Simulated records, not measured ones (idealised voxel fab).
process module | voxel gate over fins
cross-section cut | 265 nm wide | cells 5 nm
A cross-section is a grid of square cells, given in bands from the top down. A band is one or more rows of cells.
Each band's line starts with the height of the band's top and of its bottom, in nm. Then come its materials from left to right, each with its width in nm. One material with "throughout" fills the band from edge to edge. "air" is empty space.
Height 0 is the level under which the wafer as received is all one material. The lowest band goes on downwards, as in "0 down".
A width such as "30 to 40" changes by the same amount from each row of cells to the next, from the band's top row to its bottom row.
"no change" after a step means that no cell of the cross-section changed.
closed voids: empty space of 8 cells or more with no open way to the top, each as width x height at its distance from the left edge, in nm
after a step's settings: what the simulator itself notes on the step
overlay nm, on a step with a mask: how far to the right of its planned place the mask lay; to the left if negative
plan
1 op RECEIVE | material Si
2 op CONFORMAL_DEP | material SiN | thk nm 5
3 op DIRECTIONAL_DEP | material aC | thk nm 10
4 op PATTERN | tone cover | mask id FINS | material resist | width nm 15 | pitch nm 40 | thk nm 30 | overlay nm 0
5 op DIRECTIONAL_ETCH | etch materials aC | depth nm 10
6 op STRIP | etch materials resist
7 op DIRECTIONAL_ETCH | etch materials SiN | depth nm 5
8 op DIRECTIONAL_ETCH | etch materials Si | depth nm 30
9 op STRIP | etch materials aC
10 op OXIDIZE | depth nm 5
11 op FILL_DEP | material SiO2 | thk nm 15
12 op CMP | height nm 5
13 op SELECTIVE_ETCH | etch materials SiO2 | depth nm 20
14 op STRIP | etch materials SiN
15 op CONFORMAL_DEP | material HfO2 | thk nm 5
16 op CONFORMAL_DEP | material TiN | thk nm 5
17 op FILL_DEP | material W | thk nm 15
18 op CMP | height nm 20
19 op CONFORMAL_DEP | material SiN | thk nm 10
first wafer, as planned
as received, after step 1
  0 down: Si throughout
  closed voids: none
after step 2
  5 to 0: SiN throughout
  below 0: unchanged
after step 3
  15 to 5: aC throughout
  below 5: unchanged
after step 4
  45 to 15: air 105 | resist 15 | air 25 | resist 15 | air 105
  below 15: unchanged
after step 5
  35 to 15: air 105 | resist 15 | air 25 | resist 15 | air 105
  15 to 5: air 105 | aC 15 | air 25 | aC 15 | air 105
  below 5: unchanged
after step 6
  15 to 5: air 105 | aC 15 | air 25 | aC 15 | air 105
  below 5: unchanged
after step 7
  15 to 5: air 105 | aC 15 | air 25 | aC 15 | air 105
  5 to 0: air 105 | SiN 15 | air 25 | SiN 15 | air 105
  below 0: unchanged
after step 8
  15 to 5: air 105 | aC 15 | air 25 | aC 15 | air 105
  5 to 0: air 105 | SiN 15 | air 25 | SiN 15 | air 105
  0 to -30: air 105 | Si 15 | air 25 | Si 15 | air 105
  below -30: unchanged
after step 9
  5 to 0: air 105 | SiN 15 | air 25 | SiN 15 | air 105
  below 0: unchanged
after step 10
  5 to 0: air 105 | SiN 15 | air 25 | SiN 15 | air 105
  0 to -30: air 105 | SiO2 5 | Si 5 | SiO2 5 | air 25 | SiO2 5 | Si 5 | SiO2 5 | air 105
  -30 to -35: SiO2 110 | Si 5 | SiO2 35 | Si 5 | SiO2 110
  below -35: unchanged
after step 11
  20 to 5: SiO2 throughout
  5 to 0: SiO2 105 | SiN 15 | SiO2 25 | SiN 15 | SiO2 105
  0 to -35: SiO2 110 | Si 5 | SiO2 35 | Si 5 | SiO2 110
  below -35: unchanged
after step 12
  5 to 0: SiO2 105 | SiN 15 | SiO2 25 | SiN 15 | SiO2 105
  below 0: unchanged
after step 13
  5 to 0: air 105 | SiN 15 | air 25 | SiN 15 | air 105
  0 to -15: air 110 | Si 5 | air 35 | Si 5 | air 110
  below -15: unchanged
after step 14
  0 to -15: air 110 | Si 5 | air 35 | Si 5 | air 110
  below -15: unchanged
after step 15
  5 to 0: air 105 | HfO2 15 | air 25 | HfO2 15 | air 105
  0 to -10: air 105 | HfO2 5 | Si 5 | HfO2 5 | air 25 | HfO2 5 | Si 5 | HfO2 5 | air 105
  -10 to -15: HfO2 110 | Si 5 | HfO2 35 | Si 5 | HfO2 110
  below -15: unchanged
after step 16
  10 to 5: air 100 | TiN 25 | air 15 | TiN 25 | air 100
  5 to 0: air 100 | TiN 5 | HfO2 15 | TiN 5 | air 15 | TiN 5 | HfO2 15 | TiN 5 | air 100
  0 to -5: air 100 | TiN 5 | HfO2 5 | Si 5 | HfO2 5 | TiN 5 | air 15 | TiN 5 | HfO2 5 | Si 5 | HfO2 5 | TiN 5 | air 100
  -5 to -10: TiN 105 | HfO2 5 | Si 5 | HfO2 5 | TiN 25 | HfO2 5 | Si 5 | HfO2 5 | TiN 105
  below -10: unchanged
after step 17
  25 to 10: W throughout
  10 to 5: W 100 | TiN 25 | W 15 | TiN 25 | W 100
  5 to 0: W 100 | TiN 5 | HfO2 15 | TiN 5 | W 15 | TiN 5 | HfO2 15 | TiN 5 | W 100
  0 to -5: W 100 | TiN 5 | HfO2 5 | Si 5 | HfO2 5 | TiN 5 | W 15 | TiN 5 | HfO2 5 | Si 5 | HfO2 5 | TiN 5 | W 100
  below -5: unchanged
after step 18
  20 to 10: W throughout
  below 10: unchanged
after step 19
  30 to 20: SiN throughout
  below 20: unchanged
second wafer: like start, like plan, one mistake. Through step 12 it matches the first wafer
when step 13 should have ended
  5 to 0: SiO2 105 | air 15 | SiO2 25 | air 15 | SiO2 105
  below 0: unchanged
when step 14 should have ended
  0 to -15: air 110 | Si 5 | air 35 | Si 5 | air 110
  -15 to -20: SiO2 85 | air 25 | Si 5 | air 35 | Si 5 | air 25 | SiO2 85
  below -20: unchanged
when step 15 should have ended
  5 to 0: air 105 | HfO2 15 | air 25 | HfO2 15 | air 105
  0 to -10: air 105 | HfO2 5 | Si 5 | HfO2 5 | air 25 | HfO2 5 | Si 5 | HfO2 5 | air 105
  -10 to -15: HfO2 90 | air 15 | HfO2 5 | Si 5 | HfO2 5 | air 25 | HfO2 5 | Si 5 | HfO2 5 | air 15 | HfO2 90
  -15 to -20: SiO2 85 | HfO2 25 | Si 5 | HfO2 35 | Si 5 | HfO2 25 | SiO2 85
  below -20: unchanged
when step 16 should have ended
  10 to 5: air 100 | TiN 25 | air 15 | TiN 25 | air 100
  5 to 0: air 100 | TiN 5 | HfO2 15 | TiN 5 | air 15 | TiN 5 | HfO2 15 | TiN 5 | air 100
  0 to -5: air 100 | TiN 5 | HfO2 5 | Si 5 | HfO2 5 | TiN 5 | air 15 | TiN 5 | HfO2 5 | Si 5 | HfO2 5 | TiN 5 | air 100
  -5 to -10: TiN 95 | air 5 | TiN 5 | HfO2 5 | Si 5 | HfO2 5 | TiN 5 | air 15 | TiN 5 | HfO2 5 | Si 5 | HfO2 5 | TiN 5 | air 5 | TiN 95
  -10 to -15: HfO2 90 | TiN 15 | HfO2 5 | Si 5 | HfO2 5 | TiN 25 | HfO2 5 | Si 5 | HfO2 5 | TiN 15 | HfO2 90
  below -15: unchanged
when step 17 should have ended
  25 to 10: W throughout
  10 to 5: W 100 | TiN 25 | W 15 | TiN 25 | W 100
  5 to 0: W 100 | TiN 5 | HfO2 15 | TiN 5 | W 15 | TiN 5 | HfO2 15 | TiN 5 | W 100
  0 to -5: W 100 | TiN 5 | HfO2 5 | Si 5 | HfO2 5 | TiN 5 | W 15 | TiN 5 | HfO2 5 | Si 5 | HfO2 5 | TiN 5 | W 100
  -5 to -10: TiN 95 | W 5 | TiN 5 | HfO2 5 | Si 5 | HfO2 5 | TiN 5 | W 15 | TiN 5 | HfO2 5 | Si 5 | HfO2 5 | TiN 5 | W 5 | TiN 95
  below -10: unchanged
when step 18 should have ended
  20 to 10: W throughout
  below 10: unchanged
when step 19 should have ended
  30 to 20: SiN throughout
  below 20: unchanged
what went wrong: steps 13 and 14 were swapped
at the end the second wafer has, in cells: 6 more of HfO2 | 17 fewer of SiO2 | 6 more of TiN | 5 more of W
